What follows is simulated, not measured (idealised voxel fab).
The following is a process module called voxel self aligned contacts.
Square cells of 5 nm make up the cross-section cut, whose width is 285 nm.
For the purposes of this document, a cross-section shall be understood as a grid of square cells, specified as bands listed in top-to-bottom order, each band consisting of one or more rows of cells.
This entry defines a band. It first specifies the height of the band's top and the height of its bottom in nm, and then specifies the band's materials from left to right, stating each material with its width in nm. The word "full width" identifies a single material that fills the band from edge to edge, while the word "blank" identifies empty space.
Basically, 0 is our baseline, since under it the wafer straight out of the box is all one material. The bottom band has no lower end and keeps on going down, so it looks like "0..down".
Width "30 to 40": first value at the band's top row of cells, second value at its bottom row, equal change from row to row.
"nothing different" after a step means that no cell of the cross-section changed.
"Sealed voids" enumerates empty spaces isolated from the top, with no open way to it, that contain at least 8 cells, giving each as width x height at distance from the left edge, all three in nm.
On each step's line, the part that comes after the settings is the simulator's own comment on the step.
overlay nm: right-of-plan distance of the mask on a masked step; negative values mean left-of-plan.

## The process steps that were planned are listed below
1,RECEIVE | material Si
2,OXIDIZE | depth nm 5
3,DIRECTIONAL_DEP | material polySi | thk nm 30
4,DIRECTIONAL_DEP | material SiN | thk nm 20
5,MASKED_ETCH | tone cover | mask id GATE | width nm 25 | pitch nm 60 | etch materials SiN | depth nm 20 | overlay nm 0
6,MASKED_ETCH | tone cover | mask id GATE | width nm 25 | pitch nm 60 | etch materials polySi | depth nm 30 | overlay nm 0
7,CONFORMAL_DEP | material SiN | thk nm 5
8,DIRECTIONAL_ETCH | etch materials SiN | depth nm 5
9,FILL_DEP | material SiO2 | thk nm 15
10,CMP | height nm 60
11,DIRECTIONAL_DEP | material aC | thk nm 10
12,PATTERN | tone open | mask id CONTACT | material resist | width nm 45 | thk nm 30 | overlay nm 0
13,DIRECTIONAL_ETCH | etch materials aC | depth nm 10
14,STRIP | etch materials resist
15,DIRECTIONAL_ETCH | etch materials SiO2 | depth nm 65
16,STRIP | etch materials aC
17,CONFORMAL_DEP | material TiN | thk nm 5
18,FILL_DEP | material W | thk nm 10
19,CMP | height nm 60
20,CONFORMAL_DEP | material SiCN | thk nm 5

## The first of the two wafers, which ran as planned

## Shown in cross-section is the wafer as received, that is, as it stands after step 1
    0..down  Si full width
    Sealed voids: none

## The wafer in cross-section once step 2 is complete
    0..-5  SiO2 full width
    Below -5 it's all the same as before, nothing changed down there.

## The wafer in cross-section once step 3 is complete
    30..0  polySi full width
    Below 0 it's all the same as before, nothing changed down there.

## The wafer in cross-section once step 4 is complete
    50..30  SiN full width
    Below 30 it's all the same as before, nothing changed down there.

## The wafer in cross-section once step 5 is complete
    50..30  blank=100 | SiN=25 | blank=35 | SiN=25 | blank=100
    Below 30 it's all the same as before, nothing changed down there.

## The wafer in cross-section once step 6 is complete
    50..30  blank=100 | SiN=25 | blank=35 | SiN=25 | blank=100
    30..0  blank=100 | polySi=25 | blank=35 | polySi=25 | blank=100
    Below 0 it's all the same as before, nothing changed down there.

## The wafer in cross-section once step 7 is complete
    55..30  blank=95 | SiN=35 | blank=25 | SiN=35 | blank=95
    30..5  blank=95 | SiN=5 | polySi=25 | SiN=5 | blank=25 | SiN=5 | polySi=25 | SiN=5 | blank=95
    5..0  SiN=100 | polySi=25 | SiN=35 | polySi=25 | SiN=100
    Below 0 it's all the same as before, nothing changed down there.

## The wafer in cross-section once step 8 is complete
    50..30  blank=95 | SiN=35 | blank=25 | SiN=35 | blank=95
    30..0  blank=95 | SiN=5 | polySi=25 | SiN=5 | blank=25 | SiN=5 | polySi=25 | SiN=5 | blank=95
    Below 0 it's all the same as before, nothing changed down there.

## The wafer in cross-section once step 9 is complete
    65..50  SiO2 full width
    50..30  SiO2=95 | SiN=35 | SiO2=25 | SiN=35 | SiO2=95
    30..0  SiO2=95 | SiN=5 | polySi=25 | SiN=5 | SiO2=25 | SiN=5 | polySi=25 | SiN=5 | SiO2=95
    Below 0 it's all the same as before, nothing changed down there.

## The wafer in cross-section once step 10 is complete
    60..50  SiO2 full width
    Below 50 it's all the same as before, nothing changed down there.

## The wafer in cross-section once step 11 is complete
    70..60  aC full width
    Below 60 it's all the same as before, nothing changed down there.

## The wafer in cross-section once step 12 is complete
    100..70  resist=120 | blank=45 | resist=120
    Below 70 it's all the same as before, nothing changed down there.

## The wafer in cross-section once step 13 is complete
    90..70  resist=120 | blank=45 | resist=120
    70..60  aC=120 | blank=45 | aC=120
    Below 60 it's all the same as before, nothing changed down there.

## The wafer in cross-section once step 14 is complete
    70..60  aC=120 | blank=45 | aC=120
    Below 60 it's all the same as before, nothing changed down there.

## The wafer in cross-section once step 15 is complete
    70..60  aC=120 | blank=45 | aC=120
    60..50  SiO2=120 | blank=45 | SiO2=120
    50..30  SiO2=95 | SiN=35 | blank=25 | SiN=35 | SiO2=95
    30..0  SiO2=95 | SiN=5 | polySi=25 | SiN=5 | blank=25 | SiN=5 | polySi=25 | SiN=5 | SiO2=95
    0..-5  SiO2=130 | blank=25 | SiO2=130
    Below -5 it's all the same as before, nothing changed down there.

## The wafer in cross-section once step 16 is complete
    60..50  SiO2=120 | blank=45 | SiO2=120
    Below 50 it's all the same as before, nothing changed down there.

## The wafer in cross-section once step 17 is complete
    65..60  TiN=125 | blank=35 | TiN=125
    60..50  SiO2=120 | TiN=5 to 15 | blank=35 to 15 | TiN=5 to 15 | SiO2=120
    50..30  SiO2=95 | SiN=35 | TiN=5 | blank=15 | TiN=5 | SiN=35 | SiO2=95
    30..0  SiO2=95 | SiN=5 | polySi=25 | SiN=5 | TiN=5 | blank=15 | TiN=5 | SiN=5 | polySi=25 | SiN=5 | SiO2=95
    0..-5  SiO2=130 | TiN=25 | SiO2=130
    Below -5 it's all the same as before, nothing changed down there.

## The wafer in cross-section once step 18 is complete
    75..65  W full width
    65..60  TiN=125 | W=35 | TiN=125
    60..50  SiO2=120 | TiN=5 to 15 | W=35 to 15 | TiN=5 to 15 | SiO2=120
    50..30  SiO2=95 | SiN=35 | TiN=5 | W=15 | TiN=5 | SiN=35 | SiO2=95
    30..0  SiO2=95 | SiN=5 | polySi=25 | SiN=5 | TiN=5 | W=15 | TiN=5 | SiN=5 | polySi=25 | SiN=5 | SiO2=95
    Below 0 it's all the same as before, nothing changed down there.

## The wafer in cross-section once step 19 is complete
    60..50  SiO2=120 | TiN=5 to 15 | W=35 to 15 | TiN=5 to 15 | SiO2=120
    Below 50 it's all the same as before, nothing changed down there.

## The wafer in cross-section once step 20 is complete
    65..60  SiCN full width
    Below 60 it's all the same as before, nothing changed down there.

## What follows concerns the second wafer, which started out like the first and was meant to follow the very same plan; one mistake crept in when it was run, but everything up to and including step 11 is the same as for the first wafer

## X-section, second wafer, when step 12 was due to finish
    100..70  blank=120 | resist=45 | blank=120
    Below 70 it's all the same as before, nothing changed down there.

## X-section, second wafer, when step 13 was due to finish
    90..70  blank=120 | resist=45 | blank=120
    70..60  blank=120 | aC=45 | blank=120
    Below 60 it's all the same as before, nothing changed down there.

## X-section, second wafer, when step 14 was due to finish
    70..60  blank=120 | aC=45 | blank=120
    Below 60 it's all the same as before, nothing changed down there.

## X-section, second wafer, when step 15 was due to finish
    70..60  blank=120 | aC=45 | blank=120
    60..50  blank=120 | SiO2=45 | blank=120
    50..30  blank=95 | SiN=35 | SiO2=25 | SiN=35 | blank=95
    30..0  blank=95 | SiN=5 | polySi=25 | SiN=5 | SiO2=25 | SiN=5 | polySi=25 | SiN=5 | blank=95
    0..-5  blank=95 | SiO2=95 | blank=95
    Below -5 it's all the same as before, nothing changed down there.

## X-section, second wafer, when step 16 was due to finish
    60..50  blank=120 | SiO2=45 | blank=120
    Below 50 it's all the same as before, nothing changed down there.

## X-section, second wafer, when step 17 was due to finish
    65..60  blank=115 | TiN=55 | blank=115
    60..50  blank=115 to 90 | TiN=5 to 30 | SiO2=45 | TiN=5 to 30 | blank=115 to 90
    50..30  blank=90 | TiN=5 | SiN=35 | SiO2=25 | SiN=35 | TiN=5 | blank=90
    30..0  blank=90 | TiN=5 | SiN=5 | polySi=25 | SiN=5 | SiO2=25 | SiN=5 | polySi=25 | SiN=5 | TiN=5 | blank=90
    0..-5  TiN=95 | SiO2=95 | TiN=95
    Below -5 it's all the same as before, nothing changed down there.

## X-section, second wafer, when step 18 was due to finish
    75..65  W full width
    65..60  W=115 | TiN=55 | W=115
    60..50  W=115 to 90 | TiN=5 to 30 | SiO2=45 | TiN=5 to 30 | W=115 to 90
    50..30  W=90 | TiN=5 | SiN=35 | SiO2=25 | SiN=35 | TiN=5 | W=90
    30..0  W=90 | TiN=5 | SiN=5 | polySi=25 | SiN=5 | SiO2=25 | SiN=5 | polySi=25 | SiN=5 | TiN=5 | W=90
    Below 0 it's all the same as before, nothing changed down there.

## X-section, second wafer, when step 19 was due to finish
    60..50  W=115 to 90 | TiN=5 to 30 | SiO2=45 | TiN=5 to 30 | W=115 to 90
    Below 50 it's all the same as before, nothing changed down there.

## X-section, second wafer, when step 20 was due to finish
    65..60  SiCN full width
    Below 60 it's all the same as before, nothing changed down there.
Against the plan, the run slipped here: rather than as planned, step 12 actually ran as PATTERN | tone cover | mask id CONTACT | material resist | width nm 45 | thk nm 30 | overlay nm 0
Once processing is complete, comparing cell counts shows that the second wafer has more or fewer of certain materials than the first: -441 SiO2; +39 TiN; +402 W
